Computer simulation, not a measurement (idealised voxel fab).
process module | voxel wiring stack
cross-section cut | 155 nm wide | cells 5 nm
A cross-section is a grid of square cells, given in bands from the top down. A band is one or more rows of cells.
Each band's line starts with the height of the band's top and of its bottom, in nm. Then come its materials from left to right, each with its width in nm. One material with "throughout" fills the band from edge to edge. "air" is empty space.
Height 0 is the level under which the wafer as received is all one material. The lowest band goes on downwards, as in "0 down".
A width such as "30 to 40" changes by the same amount from each row of cells to the next, from the band's top row to its bottom row.
"no change" after a step means that no cell of the cross-section changed.
closed voids: empty space of 8 cells or more with no open way to the top, each as width x height at its distance from the left edge, in nm
after a step's settings: what the simulator itself notes on the step
overlay nm, on a step with a mask: how far to the right of its planned place the mask lay; to the left if negative
plan
1 op RECEIVE | material Si
2 op CONFORMAL_DEP | material SiO2 | thk nm 15
3 op DIRECTIONAL_DEP | material TiN | thk nm 5
4 op DIRECTIONAL_DEP | material W | thk nm 15
5 op MASKED_ETCH | tone cover | mask id METAL_1 | width nm 20 | pitch nm 45 | etch materials W | depth nm 15 | overlay nm 0
6 op MASKED_ETCH | tone cover | mask id METAL_1 | width nm 20 | pitch nm 45 | etch materials TiN | depth nm 5 | overlay nm 0
7 op CONFORMAL_DEP | material SiN | thk nm 5
8 op FILL_DEP | material lowk | thk nm 5
9 op CMP | height nm 35
10 op CONFORMAL_DEP | material SiCN | thk nm 5
11 op DIRECTIONAL_DEP | material lowk | thk nm 15
12 op PATTERN | tone open | mask id PLUG_1 | material resist | width nm 15 | pitch nm 90 | thk nm 15 | overlay nm 0
13 op DIRECTIONAL_ETCH | etch materials lowk | depth nm 15
14 op DIRECTIONAL_ETCH | etch materials SiCN | depth nm 5
15 op STRIP | etch materials resist
16 op CONFORMAL_DEP | material TiN | thk nm 5
17 op FILL_DEP | material W | thk nm 10
18 op CMP | height nm 55
19 op CONFORMAL_DEP | material SiN | thk nm 5
20 op DIRECTIONAL_DEP | material SiO2 | thk nm 25
21 op DIRECTIONAL_DEP | material aC | thk nm 15
22 op PATTERN | tone open | mask id METAL_2 | material resist | width nm 20 | pitch nm 45 | thk nm 30 | overlay nm 0
23 op DIRECTIONAL_ETCH | etch materials aC | depth nm 15
24 op STRIP | etch materials resist
25 op DIRECTIONAL_ETCH | etch materials SiO2 | depth nm 25
26 op DIRECTIONAL_ETCH | etch materials SiN | depth nm 5
27 op STRIP | etch materials aC
28 op CONFORMAL_DEP | material TiN | thk nm 5
29 op FILL_DEP | material W | thk nm 10
30 op CMP | height nm 85
31 op CONFORMAL_DEP | material SiCN | thk nm 5
32 op DIRECTIONAL_DEP | material SiO2 | thk nm 20
33 op DIRECTIONAL_DEP | material aC | thk nm 10
34 op PATTERN | tone open | mask id PLUG_2 | material resist | width nm 15 | pitch nm 90 | thk nm 30 | overlay nm 0
35 op DIRECTIONAL_ETCH | etch materials aC | depth nm 10
36 op STRIP | etch materials resist
37 op DIRECTIONAL_ETCH | etch materials SiO2 | depth nm 20
38 op DIRECTIONAL_ETCH | etch materials SiCN | depth nm 5
39 op STRIP | etch materials aC
40 op EPI | material Ru | thk nm 10
41 op EPI | material Ru | thk nm 10
42 op EPI | material Ru | thk nm 5
43 op CONFORMAL_DEP | material SiN | thk nm 5
44 op DIRECTIONAL_DEP | material lowk | thk nm 25
45 op MASKED_ETCH | tone open | mask id METAL_3 | width nm 20 | pitch nm 45 | etch materials lowk | depth nm 25 | overlay nm 0
46 op MASKED_ETCH | tone open | mask id METAL_3 | width nm 20 | pitch nm 45 | etch materials SiN | depth nm 5 | overlay nm 0
47 op CONFORMAL_DEP | material TiN | thk nm 5
48 op FILL_DEP | material Cu | thk nm 10
49 op CMP | height nm 140
50 op CONFORMAL_DEP | material SiCN | thk nm 5
51 op DIRECTIONAL_DEP | material lowk | thk nm 10
52 op DIRECTIONAL_DEP | material aC | thk nm 10
53 op PATTERN | tone open | mask id PLUG_3 | material resist | width nm 15 | pitch nm 45 | thk nm 25 | overlay nm 0
54 op DIRECTIONAL_ETCH | etch materials aC | depth nm 10
55 op STRIP | etch materials resist
56 op DIRECTIONAL_ETCH | etch materials lowk | depth nm 10
57 op DIRECTIONAL_ETCH | etch materials SiCN | depth nm 5
58 op STRIP | etch materials aC
59 op CONFORMAL_DEP | material TiN | thk nm 5
60 op FILL_DEP | material W | thk nm 5
61 op CMP | height nm 155
62 op DIRECTIONAL_DEP | material TiN | thk nm 5
63 op DIRECTIONAL_DEP | material W | thk nm 15
64 op PATTERN | tone cover | mask id METAL_4 | material resist | width nm 20 | pitch nm 45 | thk nm 20 | overlay nm 0
65 op DIRECTIONAL_ETCH | etch materials W | depth nm 15
66 op DIRECTIONAL_ETCH | etch materials TiN | depth nm 5
67 op STRIP | etch materials resist
68 op CONFORMAL_DEP | material SiCN | thk nm 5
69 op FILL_DEP | material lowk | thk nm 5
70 op CMP | height nm 175
71 op CONFORMAL_DEP | material SiCN | thk nm 5
first wafer, as planned
as received, after step 1
  0 down: Si throughout
  closed voids: none
after step 2
  15 to 0: SiO2 throughout
  below 0: unchanged
after step 3
  20 to 15: TiN throughout
  below 15: unchanged
after step 4
  35 to 20: W throughout
  below 20: unchanged
after step 5
  35 to 20: air 20 | W 20 | air 25 | W 20 | air 25 | W 20 | air 25
  below 20: unchanged
after step 6
  35 to 20: air 20 | W 20 | air 25 | W 20 | air 25 | W 20 | air 25
  20 to 15: air 20 | TiN 20 | air 25 | TiN 20 | air 25 | TiN 20 | air 25
  below 15: unchanged
after step 7
  40 to 35: air 15 | SiN 30 | air 15 | SiN 30 | air 15 | SiN 30 | air 20
  35 to 20: air 15 | SiN 5 | W 20 | SiN 5 | air 15 | SiN 5 | W 20 | SiN 5 | air 15 | SiN 5 | W 20 | SiN 5 | air 20
  20 to 15: SiN 20 | TiN 20 | SiN 25 | TiN 20 | SiN 25 | TiN 20 | SiN 25
  below 15: unchanged
after step 8
  45 to 40: lowk throughout
  40 to 35: lowk 15 | SiN 30 | lowk 15 | SiN 30 | lowk 15 | SiN 30 | lowk 20
  35 to 20: lowk 15 | SiN 5 | W 20 | SiN 5 | lowk 15 | SiN 5 | W 20 | SiN 5 | lowk 15 | SiN 5 | W 20 | SiN 5 | lowk 20
  below 20: unchanged
after step 9
  35 to 20: lowk 15 | SiN 5 | W 20 | SiN 5 | lowk 15 | SiN 5 | W 20 | SiN 5 | lowk 15 | SiN 5 | W 20 | SiN 5 | lowk 20
  below 20: unchanged
after step 10
  40 to 35: SiCN throughout
  below 35: unchanged
after step 11
  55 to 40: lowk throughout
  below 40: unchanged
after step 12
  70 to 55: resist 20 | air 15 | resist 75 | air 15 | resist 30
  below 55: unchanged
after step 13
  70 to 55: resist 20 | air 15 | resist 75 | air 15 | resist 30
  55 to 40: lowk 20 | air 15 | lowk 75 | air 15 | lowk 30
  below 40: unchanged
after step 14
  70 to 55: resist 20 | air 15 | resist 75 | air 15 | resist 30
  55 to 40: lowk 20 | air 15 | lowk 75 | air 15 | lowk 30
  40 to 35: SiCN 20 | air 15 | SiCN 75 | air 15 | SiCN 30
  below 35: unchanged
after step 15
  55 to 40: lowk 20 | air 15 | lowk 75 | air 15 | lowk 30
  below 40: unchanged
after step 16
  60 to 55: TiN 25 | air 5 | TiN 85 | air 5 | TiN 35
  55 to 40: lowk 20 | TiN 5 | air 5 | TiN 5 | lowk 75 | TiN 5 | air 5 | TiN 5 | lowk 30
  40 to 35: SiCN 20 | TiN 15 | SiCN 75 | TiN 15 | SiCN 30
  below 35: unchanged
after step 17
  70 to 60: W throughout
  60 to 55: TiN 25 | W 5 | TiN 85 | W 5 | TiN 35
  55 to 40: lowk 20 | TiN 5 | W 5 | TiN 5 | lowk 75 | TiN 5 | W 5 | TiN 5 | lowk 30
  below 40: unchanged
after step 18
  55 to 40: lowk 20 | TiN 5 | W 5 | TiN 5 | lowk 75 | TiN 5 | W 5 | TiN 5 | lowk 30
  below 40: unchanged
after step 19
  60 to 55: SiN throughout
  below 55: unchanged
after step 20
  85 to 60: SiO2 throughout
  below 60: unchanged
after step 21
  100 to 85: aC throughout
  below 85: unchanged
after step 22
  130 to 100: resist 20 | air 20 | resist 25 | air 20 | resist 25 | air 20 | resist 25
  below 100: unchanged
after step 23
  115 to 100: resist 20 | air 20 | resist 25 | air 20 | resist 25 | air 20 | resist 25
  100 to 85: aC 20 | air 20 | aC 25 | air 20 | aC 25 | air 20 | aC 25
  below 85: unchanged
after step 24
  100 to 85: aC 20 | air 20 | aC 25 | air 20 | aC 25 | air 20 | aC 25
  below 85: unchanged
after step 25
  100 to 85: aC 20 | air 20 | aC 25 | air 20 | aC 25 | air 20 | aC 25
  85 to 60: SiO2 20 | air 20 | SiO2 25 | air 20 | SiO2 25 | air 20 | SiO2 25
  below 60: unchanged
after step 26
  100 to 85: aC 20 | air 20 | aC 25 | air 20 | aC 25 | air 20 | aC 25
  85 to 60: SiO2 20 | air 20 | SiO2 25 | air 20 | SiO2 25 | air 20 | SiO2 25
  60 to 55: SiN 20 | air 20 | SiN 25 | air 20 | SiN 25 | air 20 | SiN 25
  below 55: unchanged
after step 27
  85 to 60: SiO2 20 | air 20 | SiO2 25 | air 20 | SiO2 25 | air 20 | SiO2 25
  below 60: unchanged
after step 28
  90 to 85: TiN 25 | air 10 | TiN 35 | air 10 | TiN 35 | air 10 | TiN 30
  85 to 60: SiO2 20 | TiN 5 | air 10 | TiN 5 | SiO2 25 | TiN 5 | air 10 | TiN 5 | SiO2 25 | TiN 5 | air 10 | TiN 5 | SiO2 25
  60 to 55: SiN 20 | TiN 20 | SiN 25 | TiN 20 | SiN 25 | TiN 20 | SiN 25
  below 55: unchanged
after step 29
  100 to 90: W throughout
  90 to 85: TiN 25 | W 10 | TiN 35 | W 10 | TiN 35 | W 10 | TiN 30
  85 to 60: SiO2 20 | TiN 5 | W 10 | TiN 5 | SiO2 25 | TiN 5 | W 10 | TiN 5 | SiO2 25 | TiN 5 | W 10 | TiN 5 | SiO2 25
  below 60: unchanged
after step 30
  85 to 60: SiO2 20 | TiN 5 | W 10 | TiN 5 | SiO2 25 | TiN 5 | W 10 | TiN 5 | SiO2 25 | TiN 5 | W 10 | TiN 5 | SiO2 25
  below 60: unchanged
after step 31
  90 to 85: SiCN throughout
  below 85: unchanged
after step 32
  110 to 90: SiO2 throughout
  below 90: unchanged
after step 33
  120 to 110: aC throughout
  below 110: unchanged
after step 34
  150 to 120: resist 20 | air 15 | resist 75 | air 15 | resist 30
  below 120: unchanged
after step 35
  140 to 120: resist 20 | air 15 | resist 75 | air 15 | resist 30
  120 to 110: aC 20 | air 15 | aC 75 | air 15 | aC 30
  below 110: unchanged
after step 36
  120 to 110: aC 20 | air 15 | aC 75 | air 15 | aC 30
  below 110: unchanged
after step 37
  120 to 110: aC 20 | air 15 | aC 75 | air 15 | aC 30
  110 to 90: SiO2 20 | air 15 | SiO2 75 | air 15 | SiO2 30
  below 90: unchanged
after step 38
  120 to 110: aC 20 | air 15 | aC 75 | air 15 | aC 30
  110 to 90: SiO2 20 | air 15 | SiO2 75 | air 15 | SiO2 30
  90 to 85: SiCN 20 | air 15 | SiCN 75 | air 15 | SiCN 30
  below 85: unchanged
after step 39
  110 to 90: SiO2 20 | air 15 | SiO2 75 | air 15 | SiO2 30
  below 90: unchanged
after step 40
  110 to 95: SiO2 20 | air 15 | SiO2 75 | air 15 | SiO2 30
  95 to 90: SiO2 20 | Ru 15 | SiO2 75 | Ru 15 | SiO2 30
  90 to 85: SiCN 20 | Ru 15 | SiCN 75 | Ru 15 | SiCN 30
  below 85: unchanged
after step 41
  110 to 105: SiO2 20 | air 15 | SiO2 75 | air 15 | SiO2 30
  105 to 90: SiO2 20 | Ru 15 | SiO2 75 | Ru 15 | SiO2 30
  below 90: unchanged
after step 42
  110 to 90: SiO2 20 | Ru 15 | SiO2 75 | Ru 15 | SiO2 30
  below 90: unchanged
after step 43
  115 to 110: SiN throughout
  below 110: unchanged
after step 44
  140 to 115: lowk throughout
  below 115: unchanged
after step 45
  140 to 115: lowk 20 | air 20 | lowk 25 | air 20 | lowk 25 | air 20 | lowk 25
  below 115: unchanged
after step 46
  140 to 115: lowk 20 | air 20 | lowk 25 | air 20 | lowk 25 | air 20 | lowk 25
  115 to 110: SiN 20 | air 20 | SiN 25 | air 20 | SiN 25 | air 20 | SiN 25
  below 110: unchanged
after step 47
  145 to 140: TiN 25 | air 10 | TiN 35 | air 10 | TiN 35 | air 10 | TiN 30
  140 to 115: lowk 20 | TiN 5 | air 10 | TiN 5 | lowk 25 | TiN 5 | air 10 | TiN 5 | lowk 25 | TiN 5 | air 10 | TiN 5 | lowk 25
  115 to 110: SiN 20 | TiN 20 | SiN 25 | TiN 20 | SiN 25 | TiN 20 | SiN 25
  below 110: unchanged
after step 48
  155 to 145: Cu throughout
  145 to 140: TiN 25 | Cu 10 | TiN 35 | Cu 10 | TiN 35 | Cu 10 | TiN 30
  140 to 115: lowk 20 | TiN 5 | Cu 10 | TiN 5 | lowk 25 | TiN 5 | Cu 10 | TiN 5 | lowk 25 | TiN 5 | Cu 10 | TiN 5 | lowk 25
  below 115: unchanged
after step 49
  140 to 115: lowk 20 | TiN 5 | Cu 10 | TiN 5 | lowk 25 | TiN 5 | Cu 10 | TiN 5 | lowk 25 | TiN 5 | Cu 10 | TiN 5 | lowk 25
  below 115: unchanged
after step 50
  145 to 140: SiCN throughout
  below 140: unchanged
after step 51
  155 to 145: lowk throughout
  below 145: unchanged
after step 52
  165 to 155: aC throughout
  below 155: unchanged
after step 53
  190 to 165: resist 20 | air 15 | resist 30 | air 15 | resist 30 | air 15 | resist 30
  below 165: unchanged
after step 54
  180 to 165: resist 20 | air 15 | resist 30 | air 15 | resist 30 | air 15 | resist 30
  165 to 155: aC 20 | air 15 | aC 30 | air 15 | aC 30 | air 15 | aC 30
  below 155: unchanged
after step 55
  165 to 155: aC 20 | air 15 | aC 30 | air 15 | aC 30 | air 15 | aC 30
  below 155: unchanged
after step 56
  165 to 155: aC 20 | air 15 | aC 30 | air 15 | aC 30 | air 15 | aC 30
  155 to 145: lowk 20 | air 15 | lowk 30 | air 15 | lowk 30 | air 15 | lowk 30
  below 145: unchanged
after step 57
  165 to 155: aC 20 | air 15 | aC 30 | air 15 | aC 30 | air 15 | aC 30
  155 to 145: lowk 20 | air 15 | lowk 30 | air 15 | lowk 30 | air 15 | lowk 30
  145 to 140: SiCN 20 | air 15 | SiCN 30 | air 15 | SiCN 30 | air 15 | SiCN 30
  below 140: unchanged
after step 58
  155 to 145: lowk 20 | air 15 | lowk 30 | air 15 | lowk 30 | air 15 | lowk 30
  below 145: unchanged
after step 59
  160 to 155: TiN 25 | air 5 | TiN 40 | air 5 | TiN 40 | air 5 | TiN 35
  155 to 145: lowk 20 | TiN 5 | air 5 | TiN 5 | lowk 30 | TiN 5 | air 5 | TiN 5 | lowk 30 | TiN 5 | air 5 | TiN 5 | lowk 30
  145 to 140: SiCN 20 | TiN 15 | SiCN 30 | TiN 15 | SiCN 30 | TiN 15 | SiCN 30
  below 140: unchanged
after step 60
  165 to 160: W throughout
  160 to 155: TiN 25 | W 5 | TiN 40 | W 5 | TiN 40 | W 5 | TiN 35
  155 to 145: lowk 20 | TiN 5 | W 5 | TiN 5 | lowk 30 | TiN 5 | W 5 | TiN 5 | lowk 30 | TiN 5 | W 5 | TiN 5 | lowk 30
  below 145: unchanged
after step 61
  155 to 145: lowk 20 | TiN 5 | W 5 | TiN 5 | lowk 30 | TiN 5 | W 5 | TiN 5 | lowk 30 | TiN 5 | W 5 | TiN 5 | lowk 30
  below 145: unchanged
after step 62
  160 to 155: TiN throughout
  below 155: unchanged
after step 63
  175 to 160: W throughout
  below 160: unchanged
after step 64
  195 to 175: air 20 | resist 20 | air 25 | resist 20 | air 25 | resist 20 | air 25
  below 175: unchanged
after step 65
  195 to 175: air 20 | resist 20 | air 25 | resist 20 | air 25 | resist 20 | air 25
  175 to 160: air 20 | W 20 | air 25 | W 20 | air 25 | W 20 | air 25
  below 160: unchanged
after step 66
  195 to 175: air 20 | resist 20 | air 25 | resist 20 | air 25 | resist 20 | air 25
  175 to 160: air 20 | W 20 | air 25 | W 20 | air 25 | W 20 | air 25
  160 to 155: air 20 | TiN 20 | air 25 | TiN 20 | air 25 | TiN 20 | air 25
  below 155: unchanged
after step 67
  175 to 160: air 20 | W 20 | air 25 | W 20 | air 25 | W 20 | air 25
  below 160: unchanged
after step 68
  180 to 175: air 15 | SiCN 30 | air 15 | SiCN 30 | air 15 | SiCN 30 | air 20
  175 to 160: air 15 | SiCN 5 | W 20 | SiCN 5 | air 15 | SiCN 5 | W 20 | SiCN 5 | air 15 | SiCN 5 | W 20 | SiCN 5 | air 20
  160 to 155: SiCN 20 | TiN 20 | SiCN 25 | TiN 20 | SiCN 25 | TiN 20 | SiCN 25
  below 155: unchanged
after step 69
  185 to 180: lowk throughout
  180 to 175: lowk 15 | SiCN 30 | lowk 15 | SiCN 30 | lowk 15 | SiCN 30 | lowk 20
  175 to 160: lowk 15 | SiCN 5 | W 20 | SiCN 5 | lowk 15 | SiCN 5 | W 20 | SiCN 5 | lowk 15 | SiCN 5 | W 20 | SiCN 5 | lowk 20
  below 160: unchanged
after step 70
  175 to 160: lowk 15 | SiCN 5 | W 20 | SiCN 5 | lowk 15 | SiCN 5 | W 20 | SiCN 5 | lowk 15 | SiCN 5 | W 20 | SiCN 5 | lowk 20
  below 160: unchanged
after step 71
  180 to 175: SiCN throughout
  below 175: unchanged
second wafer: like start, like plan, one mistake. Through step 45 it matches the first wafer
when step 46 should have ended
  140 to 115: lowk 20 | air 20 | lowk 25 | air 20 | lowk 25 | air 20 | lowk 25
  115 to 110: SiN 20 | air 15 | SiN 30 | air 15 | SiN 30 | air 15 | SiN 30
  below 110: unchanged
when step 47 should have ended
  145 to 140: TiN 25 | air 10 | TiN 35 | air 10 | TiN 35 | air 10 | TiN 30
  140 to 120: lowk 20 | TiN 5 | air 10 | TiN 5 | lowk 25 | TiN 5 | air 10 | TiN 5 | lowk 25 | TiN 5 | air 10 | TiN 5 | lowk 25
  120 to 115: lowk 20 | TiN 5 | air 5 | TiN 10 | lowk 25 | TiN 5 | air 5 | TiN 10 | lowk 25 | TiN 5 | air 5 | TiN 10 | lowk 25
  115 to 110: SiN 20 | TiN 15 | SiN 30 | TiN 15 | SiN 30 | TiN 15 | SiN 30
  below 110: unchanged
when step 48 should have ended
  155 to 145: Cu throughout
  145 to 140: TiN 25 | Cu 10 | TiN 35 | Cu 10 | TiN 35 | Cu 10 | TiN 30
  140 to 120: lowk 20 | TiN 5 | Cu 10 | TiN 5 | lowk 25 | TiN 5 | Cu 10 | TiN 5 | lowk 25 | TiN 5 | Cu 10 | TiN 5 | lowk 25
  120 to 115: lowk 20 | TiN 5 | Cu 5 | TiN 10 | lowk 25 | TiN 5 | Cu 5 | TiN 10 | lowk 25 | TiN 5 | Cu 5 | TiN 10 | lowk 25
  below 115: unchanged
when step 49 should have ended
  140 to 120: lowk 20 | TiN 5 | Cu 10 | TiN 5 | lowk 25 | TiN 5 | Cu 10 | TiN 5 | lowk 25 | TiN 5 | Cu 10 | TiN 5 | lowk 25
  below 120: unchanged
when step 50 should have ended
  145 to 140: SiCN throughout
  below 140: unchanged
when step 51 should have ended
  155 to 145: lowk throughout
  below 145: unchanged
when step 52 should have ended
  165 to 155: aC throughout
  below 155: unchanged
when step 53 should have ended
  190 to 165: resist 20 | air 15 | resist 30 | air 15 | resist 30 | air 15 | resist 30
  below 165: unchanged
when step 54 should have ended
  180 to 165: resist 20 | air 15 | resist 30 | air 15 | resist 30 | air 15 | resist 30
  165 to 155: aC 20 | air 15 | aC 30 | air 15 | aC 30 | air 15 | aC 30
  below 155: unchanged
when step 55 should have ended
  165 to 155: aC 20 | air 15 | aC 30 | air 15 | aC 30 | air 15 | aC 30
  below 155: unchanged
when step 56 should have ended
  165 to 155: aC 20 | air 15 | aC 30 | air 15 | aC 30 | air 15 | aC 30
  155 to 145: lowk 20 | air 15 | lowk 30 | air 15 | lowk 30 | air 15 | lowk 30
  below 145: unchanged
when step 57 should have ended
  165 to 155: aC 20 | air 15 | aC 30 | air 15 | aC 30 | air 15 | aC 30
  155 to 145: lowk 20 | air 15 | lowk 30 | air 15 | lowk 30 | air 15 | lowk 30
  145 to 140: SiCN 20 | air 15 | SiCN 30 | air 15 | SiCN 30 | air 15 | SiCN 30
  below 140: unchanged
when step 58 should have ended
  155 to 145: lowk 20 | air 15 | lowk 30 | air 15 | lowk 30 | air 15 | lowk 30
  below 145: unchanged
when step 59 should have ended
  160 to 155: TiN 25 | air 5 | TiN 40 | air 5 | TiN 40 | air 5 | TiN 35
  155 to 145: lowk 20 | TiN 5 | air 5 | TiN 5 | lowk 30 | TiN 5 | air 5 | TiN 5 | lowk 30 | TiN 5 | air 5 | TiN 5 | lowk 30
  145 to 140: SiCN 20 | TiN 15 | SiCN 30 | TiN 15 | SiCN 30 | TiN 15 | SiCN 30
  below 140: unchanged
when step 60 should have ended
  165 to 160: W throughout
  160 to 155: TiN 25 | W 5 | TiN 40 | W 5 | TiN 40 | W 5 | TiN 35
  155 to 145: lowk 20 | TiN 5 | W 5 | TiN 5 | lowk 30 | TiN 5 | W 5 | TiN 5 | lowk 30 | TiN 5 | W 5 | TiN 5 | lowk 30
  below 145: unchanged
when step 61 should have ended
  155 to 145: lowk 20 | TiN 5 | W 5 | TiN 5 | lowk 30 | TiN 5 | W 5 | TiN 5 | lowk 30 | TiN 5 | W 5 | TiN 5 | lowk 30
  below 145: unchanged
when step 62 should have ended
  160 to 155: TiN throughout
  below 155: unchanged
when step 63 should have ended
  175 to 160: W throughout
  below 160: unchanged
when step 64 should have ended
  195 to 175: air 20 | resist 20 | air 25 | resist 20 | air 25 | resist 20 | air 25
  below 175: unchanged
when step 65 should have ended
  195 to 175: air 20 | resist 20 | air 25 | resist 20 | air 25 | resist 20 | air 25
  175 to 160: air 20 | W 20 | air 25 | W 20 | air 25 | W 20 | air 25
  below 160: unchanged
when step 66 should have ended
  195 to 175: air 20 | resist 20 | air 25 | resist 20 | air 25 | resist 20 | air 25
  175 to 160: air 20 | W 20 | air 25 | W 20 | air 25 | W 20 | air 25
  160 to 155: air 20 | TiN 20 | air 25 | TiN 20 | air 25 | TiN 20 | air 25
  below 155: unchanged
when step 67 should have ended
  175 to 160: air 20 | W 20 | air 25 | W 20 | air 25 | W 20 | air 25
  below 160: unchanged
when step 68 should have ended
  180 to 175: air 15 | SiCN 30 | air 15 | SiCN 30 | air 15 | SiCN 30 | air 20
  175 to 160: air 15 | SiCN 5 | W 20 | SiCN 5 | air 15 | SiCN 5 | W 20 | SiCN 5 | air 15 | SiCN 5 | W 20 | SiCN 5 | air 20
  160 to 155: SiCN 20 | TiN 20 | SiCN 25 | TiN 20 | SiCN 25 | TiN 20 | SiCN 25
  below 155: unchanged
when step 69 should have ended
  185 to 180: lowk throughout
  180 to 175: lowk 15 | SiCN 30 | lowk 15 | SiCN 30 | lowk 15 | SiCN 30 | lowk 20
  175 to 160: lowk 15 | SiCN 5 | W 20 | SiCN 5 | lowk 15 | SiCN 5 | W 20 | SiCN 5 | lowk 15 | SiCN 5 | W 20 | SiCN 5 | lowk 20
  below 160: unchanged
when step 70 should have ended
  175 to 160: lowk 15 | SiCN 5 | W 20 | SiCN 5 | lowk 15 | SiCN 5 | W 20 | SiCN 5 | lowk 15 | SiCN 5 | W 20 | SiCN 5 | lowk 20
  below 160: unchanged
when step 71 should have ended
  180 to 175: SiCN throughout
  below 175: unchanged
what went wrong: step 46 ran as: op MASKED_ETCH | tone open | mask id METAL_3 | width nm 20 | pitch nm 45 | etch materials SiN | depth nm 5 | overlay nm -5
at the end the second wafer has, in cells: 3 fewer of Cu | 3 more of SiN
